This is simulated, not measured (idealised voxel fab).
process module | voxel transistor to metal
cross-section cut | 145 nm wide | cells 5 nm
A cross-section is a grid of square cells, given in bands from the top down. A band is one or more rows of cells.
Each band's line starts with the height of the band's top and of its bottom, in nm. Then come its materials from left to right, each with its width in nm. One material with "throughout" fills the band from edge to edge. "air" is empty space.
Height 0 is the level under which the wafer as received is all one material. The lowest band goes on downwards, as in "0 down".
A width such as "30 to 40" changes by the same amount from each row of cells to the next, from the band's top row to its bottom row.
"no change" after a step means that no cell of the cross-section changed.
closed voids: empty space of 8 cells or more with no open way to the top, each as width x height at its distance from the left edge, in nm
after a step's settings: what the simulator itself notes on the step
overlay nm, on a step with a mask: how far to the right of its planned place the mask lay; to the left if negative
plan
1 op RECEIVE | material Si
2 op OXIDIZE | depth nm 5
3 op CONFORMAL_DEP | material SiN | thk nm 10
4 op MASKED_ETCH | tone cover | mask id ACTIVE | width nm 95 | etch materials SiN | depth nm 10 | overlay nm 0
5 op MASKED_ETCH | tone cover | mask id ACTIVE | width nm 95 | etch materials SiO2 | depth nm 5 | overlay nm 0
6 op MASKED_ETCH | tone cover | mask id ACTIVE | width nm 95 | etch materials Si | depth nm 20 | overlay nm 0
7 op FILL_DEP | material SiO2 | thk nm 10
8 op CMP | height nm 10
9 op SELECTIVE_ETCH | etch materials SiO2 | depth nm 5
10 op STRIP | etch materials SiN
11 op SELECTIVE_ETCH | etch materials SiO2 | depth nm 5
12 op OXIDIZE | depth nm 5
13 op DIRECTIONAL_DEP | material polySi | thk nm 25
14 op DIRECTIONAL_DEP | material SiCN | thk nm 10
15 op MASKED_ETCH | tone cover | mask id GATE | width nm 25 | etch materials SiCN | depth nm 20 | overlay nm 0
16 op MASKED_ETCH | tone cover | mask id GATE | width nm 25 | etch materials polySi | depth nm 35 | overlay nm 0
17 op CONFORMAL_DEP | material SiN | thk nm 10
18 op DIRECTIONAL_ETCH | etch materials SiN | depth nm 10
19 op DIRECTIONAL_ETCH | etch materials SiO2 | depth nm 5
20 op DIRECTIONAL_ETCH | etch materials Si | depth nm 15
21 op EPI | material SiGe | thk nm 20
22 op FILL_DEP | material SiO2 | thk nm 10
23 op CMP | height nm 30
24 op DIRECTIONAL_DEP | material SiO2 | thk nm 15
25 op DIRECTIONAL_DEP | material aC | thk nm 15
26 op PATTERN | tone open | mask id CONTACT | material resist | width nm 25 | pitch nm 60 | thk nm 30 | overlay nm 0
27 op DIRECTIONAL_ETCH | etch materials aC | depth nm 15
28 op STRIP | etch materials resist
29 op DIRECTIONAL_ETCH | etch materials SiO2 | depth nm 35
30 op STRIP | etch materials aC
31 op CONFORMAL_DEP | material TiN | thk nm 5
32 op FILL_DEP | material Ru | thk nm 5
33 op CMP | height nm 45
34 op CONFORMAL_DEP | material SiN | thk nm 5
35 op DIRECTIONAL_DEP | material SiO2 | thk nm 20
36 op PATTERN | tone open | mask id METAL_1 | material resist | width nm 15 | pitch nm 70 | thk nm 15 | overlay nm 0
37 op DIRECTIONAL_ETCH | etch materials SiO2 | depth nm 20
38 op DIRECTIONAL_ETCH | etch materials SiN | depth nm 5
39 op STRIP | etch materials resist
40 op CONFORMAL_DEP | material TiN | thk nm 5
41 op FILL_DEP | material W | thk nm 5
42 op CMP | height nm 70
43 op CONFORMAL_DEP | material SiCN | thk nm 5
first wafer, as planned
as received, after step 1
  0 down: Si throughout
  closed voids: none
after step 2
  0 to -5: SiO2 throughout
  below -5: unchanged
after step 3
  10 to 0: SiN throughout
  below 0: unchanged
after step 4
  10 to 0: air 25 | SiN 95 | air 25
  below 0: unchanged
after step 5
  10 to 0: air 25 | SiN 95 | air 25
  0 to -5: air 25 | SiO2 95 | air 25
  below -5: unchanged
after step 6
  10 to 0: air 25 | SiN 95 | air 25
  0 to -5: air 25 | SiO2 95 | air 25
  -5 to -25: air 25 | Si 95 | air 25
  below -25: unchanged
after step 7
  20 to 10: SiO2 throughout
  10 to 0: SiO2 25 | SiN 95 | SiO2 25
  0 to -5: SiO2 throughout
  -5 to -25: SiO2 25 | Si 95 | SiO2 25
  below -25: unchanged
after step 8
  10 to 0: SiO2 25 | SiN 95 | SiO2 25
  below 0: unchanged
after step 9
  10 to 5: air 25 | SiN 95 | air 25
  below 5: unchanged
after step 10
  5 to 0: SiO2 25 | air 95 | SiO2 25
  below 0: unchanged
after step 11
  0 to -5: SiO2 20 | air 105 | SiO2 20
  below -5: unchanged
after step 12
  0 to -5: SiO2 20 | air 105 | SiO2 20
  -5 to -10: SiO2 throughout
  below -10: unchanged
after step 13
  25 to 20: polySi 20 | air 105 | polySi 20
  20 to 0: polySi throughout
  0 to -5: SiO2 20 | polySi 105 | SiO2 20
  below -5: unchanged
after step 14
  35 to 30: SiCN 20 | air 105 | SiCN 20
  30 to 25: SiCN throughout
  25 to 20: polySi 20 | SiCN 105 | polySi 20
  below 20: unchanged
after step 15
  30 to 25: air 60 | SiCN 25 | air 60
  25 to 20: polySi 20 | air 40 | SiCN 25 | air 40 | polySi 20
  below 20: unchanged
after step 16
  30 to 20: air 60 | SiCN 25 | air 60
  20 to 0: air 60 | polySi 25 | air 60
  0 to -5: SiO2 20 | air 40 | polySi 25 | air 40 | SiO2 20
  below -5: unchanged
after step 17
  40 to 30: air 50 | SiN 45 | air 50
  30 to 20: air 50 | SiN 10 | SiCN 25 | SiN 10 | air 50
  20 to 10: air 50 | SiN 10 | polySi 25 | SiN 10 | air 50
  10 to 5: SiN 30 | air 20 | SiN 10 | polySi 25 | SiN 10 | air 20 | SiN 30
  5 to 0: SiN 60 | polySi 25 | SiN 60
  0 to -5: SiO2 20 | SiN 40 | polySi 25 | SiN 40 | SiO2 20
  below -5: unchanged
after step 18
  30 to 20: air 50 | SiN 10 | SiCN 25 | SiN 10 | air 50
  20 to 0: air 50 | SiN 10 | polySi 25 | SiN 10 | air 50
  0 to -5: SiO2 20 | SiN 10 | air 20 | SiN 10 | polySi 25 | SiN 10 | air 20 | SiN 10 | SiO2 20
  below -5: unchanged
after step 19
  30 to 20: air 50 | SiN 10 | SiCN 25 | SiN 10 | air 50
  20 to 0: air 50 | SiN 10 | polySi 25 | SiN 10 | air 50
  0 to -5: air 20 | SiN 10 | air 20 | SiN 10 | polySi 25 | SiN 10 | air 20 | SiN 10 | air 20
  -5 to -10: SiO2 30 | air 20 | SiO2 45 | air 20 | SiO2 30
  below -10: unchanged
after step 20
  30 to 20: air 50 | SiN 10 | SiCN 25 | SiN 10 | air 50
  20 to 0: air 50 | SiN 10 | polySi 25 | SiN 10 | air 50
  0 to -5: air 20 | SiN 10 | air 20 | SiN 10 | polySi 25 | SiN 10 | air 20 | SiN 10 | air 20
  -5 to -10: SiO2 30 | air 20 | SiO2 45 | air 20 | SiO2 30
  -10 to -25: SiO2 25 | Si 5 | air 20 | Si 45 | air 20 | Si 5 | SiO2 25
  below -25: unchanged
after step 21
  30 to 20: air 50 | SiN 10 | SiCN 25 | SiN 10 | air 50
  20 to 10: air 50 | SiN 10 | polySi 25 | SiN 10 | air 50
  10 to 0: air 20 | SiGe 30 | SiN 10 | polySi 25 | SiN 10 | SiGe 30 | air 20
  0 to -5: air 20 | SiN 10 | SiGe 20 | SiN 10 | polySi 25 | SiN 10 | SiGe 20 | SiN 10 | air 20
  -5 to -10: SiO2 30 | SiGe 20 | SiO2 45 | SiGe 20 | SiO2 30
  -10 to -25: SiO2 25 | Si 5 | SiGe 20 | Si 45 | SiGe 20 | Si 5 | SiO2 25
  below -25: unchanged
after step 22
  40 to 30: SiO2 throughout
  30 to 20: SiO2 50 | SiN 10 | SiCN 25 | SiN 10 | SiO2 50
  20 to 10: SiO2 50 | SiN 10 | polySi 25 | SiN 10 | SiO2 50
  10 to 0: SiO2 20 | SiGe 30 | SiN 10 | polySi 25 | SiN 10 | SiGe 30 | SiO2 20
  0 to -5: SiO2 20 | SiN 10 | SiGe 20 | SiN 10 | polySi 25 | SiN 10 | SiGe 20 | SiN 10 | SiO2 20
  below -5: unchanged
after step 23
  30 to 20: SiO2 50 | SiN 10 | SiCN 25 | SiN 10 | SiO2 50
  below 20: unchanged
after step 24
  45 to 30: SiO2 throughout
  below 30: unchanged
after step 25
  60 to 45: aC throughout
  below 45: unchanged
after step 26
  90 to 60: resist 30 | air 25 | resist 35 | air 25 | resist 30
  below 60: unchanged
after step 27
  75 to 60: resist 30 | air 25 | resist 35 | air 25 | resist 30
  60 to 45: aC 30 | air 25 | aC 35 | air 25 | aC 30
  below 45: unchanged
after step 28
  60 to 45: aC 30 | air 25 | aC 35 | air 25 | aC 30
  below 45: unchanged
after step 29
  60 to 45: aC 30 | air 25 | aC 35 | air 25 | aC 30
  45 to 30: SiO2 30 | air 25 | SiO2 35 | air 25 | SiO2 30
  30 to 20: SiO2 30 | air 20 | SiN 10 | SiCN 25 | SiN 10 | air 20 | SiO2 30
  20 to 10: SiO2 30 | air 20 | SiN 10 | polySi 25 | SiN 10 | air 20 | SiO2 30
  below 10: unchanged
after step 30
  45 to 30: SiO2 30 | air 25 | SiO2 35 | air 25 | SiO2 30
  below 30: unchanged
after step 31
  50 to 45: TiN 35 | air 15 | TiN 45 | air 15 | TiN 35
  45 to 35: SiO2 30 | TiN 5 | air 15 | TiN 5 | SiO2 35 | TiN 5 | air 15 | TiN 5 | SiO2 30
  35 to 30: SiO2 30 | TiN 5 | air 10 | TiN 10 | SiO2 35 | TiN 10 | air 10 | TiN 5 | SiO2 30
  30 to 20: SiO2 30 | TiN 5 | air 10 | TiN 5 | SiN 10 | SiCN 25 | SiN 10 | TiN 5 | air 10 | TiN 5 | SiO2 30
  20 to 15: SiO2 30 | TiN 5 | air 10 | TiN 5 | SiN 10 | polySi 25 | SiN 10 | TiN 5 | air 10 | TiN 5 | SiO2 30
  15 to 10: SiO2 30 | TiN 20 | SiN 10 | polySi 25 | SiN 10 | TiN 20 | SiO2 30
  below 10: unchanged
after step 32
  55 to 50: Ru throughout
  50 to 45: TiN 35 | Ru 15 | TiN 45 | Ru 15 | TiN 35
  45 to 35: SiO2 30 | TiN 5 | Ru 15 | TiN 5 | SiO2 35 | TiN 5 | Ru 15 | TiN 5 | SiO2 30
  35 to 30: SiO2 30 | TiN 5 | Ru 10 | TiN 10 | SiO2 35 | TiN 10 | Ru 10 | TiN 5 | SiO2 30
  30 to 20: SiO2 30 | TiN 5 | Ru 10 | TiN 5 | SiN 10 | SiCN 25 | SiN 10 | TiN 5 | Ru 10 | TiN 5 | SiO2 30
  20 to 15: SiO2 30 | TiN 5 | Ru 10 | TiN 5 | SiN 10 | polySi 25 | SiN 10 | TiN 5 | Ru 10 | TiN 5 | SiO2 30
  below 15: unchanged
after step 33
  45 to 35: SiO2 30 | TiN 5 | Ru 15 | TiN 5 | SiO2 35 | TiN 5 | Ru 15 | TiN 5 | SiO2 30
  below 35: unchanged
after step 34
  50 to 45: SiN throughout
  below 45: unchanged
after step 35
  70 to 50: SiO2 throughout
  below 50: unchanged
after step 36
  85 to 70: resist 30 | air 15 | resist 55 | air 15 | resist 30
  below 70: unchanged
after step 37
  85 to 70: resist 30 | air 15 | resist 55 | air 15 | resist 30
  70 to 50: SiO2 30 | air 15 | SiO2 55 | air 15 | SiO2 30
  below 50: unchanged
after step 38
  85 to 70: resist 30 | air 15 | resist 55 | air 15 | resist 30
  70 to 50: SiO2 30 | air 15 | SiO2 55 | air 15 | SiO2 30
  50 to 45: SiN 30 | air 15 | SiN 55 | air 15 | SiN 30
  below 45: unchanged
after step 39
  70 to 50: SiO2 30 | air 15 | SiO2 55 | air 15 | SiO2 30
  below 50: unchanged
after step 40
  75 to 70: TiN 35 | air 5 | TiN 65 | air 5 | TiN 35
  70 to 50: SiO2 30 | TiN 5 | air 5 | TiN 5 | SiO2 55 | TiN 5 | air 5 | TiN 5 | SiO2 30
  50 to 45: SiN 30 | TiN 15 | SiN 55 | TiN 15 | SiN 30
  below 45: unchanged
after step 41
  80 to 75: W throughout
  75 to 70: TiN 35 | W 5 | TiN 65 | W 5 | TiN 35
  70 to 50: SiO2 30 | TiN 5 | W 5 | TiN 5 | SiO2 55 | TiN 5 | W 5 | TiN 5 | SiO2 30
  below 50: unchanged
after step 42
  70 to 50: SiO2 30 | TiN 5 | W 5 | TiN 5 | SiO2 55 | TiN 5 | W 5 | TiN 5 | SiO2 30
  below 50: unchanged
after step 43
  75 to 70: SiCN throughout
  below 70: unchanged
second wafer: like start, like plan, one mistake. Through step 34 it matches the first wafer
when step 35 should have ended
  70 to 45: SiN throughout
  below 45: unchanged
when step 36 should have ended
  85 to 70: resist 30 | air 15 | resist 55 | air 15 | resist 30
  below 70: unchanged
when step 37 should have ended: no change
when step 38 should have ended
  85 to 70: resist 30 | air 15 | resist 55 | air 15 | resist 30
  70 to 65: SiN 30 | air 15 | SiN 55 | air 15 | SiN 30
  below 65: unchanged
when step 39 should have ended
  70 to 65: SiN 30 | air 15 | SiN 55 | air 15 | SiN 30
  below 65: unchanged
when step 40 should have ended
  75 to 70: TiN 35 | air 5 | TiN 65 | air 5 | TiN 35
  70 to 65: SiN 30 | TiN 15 | SiN 55 | TiN 15 | SiN 30
  below 65: unchanged
when step 41 should have ended
  80 to 75: W throughout
  75 to 70: TiN 35 | W 5 | TiN 65 | W 5 | TiN 35
  below 70: unchanged
when step 42 should have ended
  70 to 65: SiN 30 | TiN 15 | SiN 55 | TiN 15 | SiN 30
  below 65: unchanged
when step 43 should have ended
  75 to 70: SiCN throughout
  below 70: unchanged
what went wrong: step 35 ran as: op DIRECTIONAL_DEP | material SiN | thk nm 20
at the end the second wafer has, in cells: 116 more of SiN | 92 fewer of SiO2 | 16 fewer of TiN | 8 fewer of W
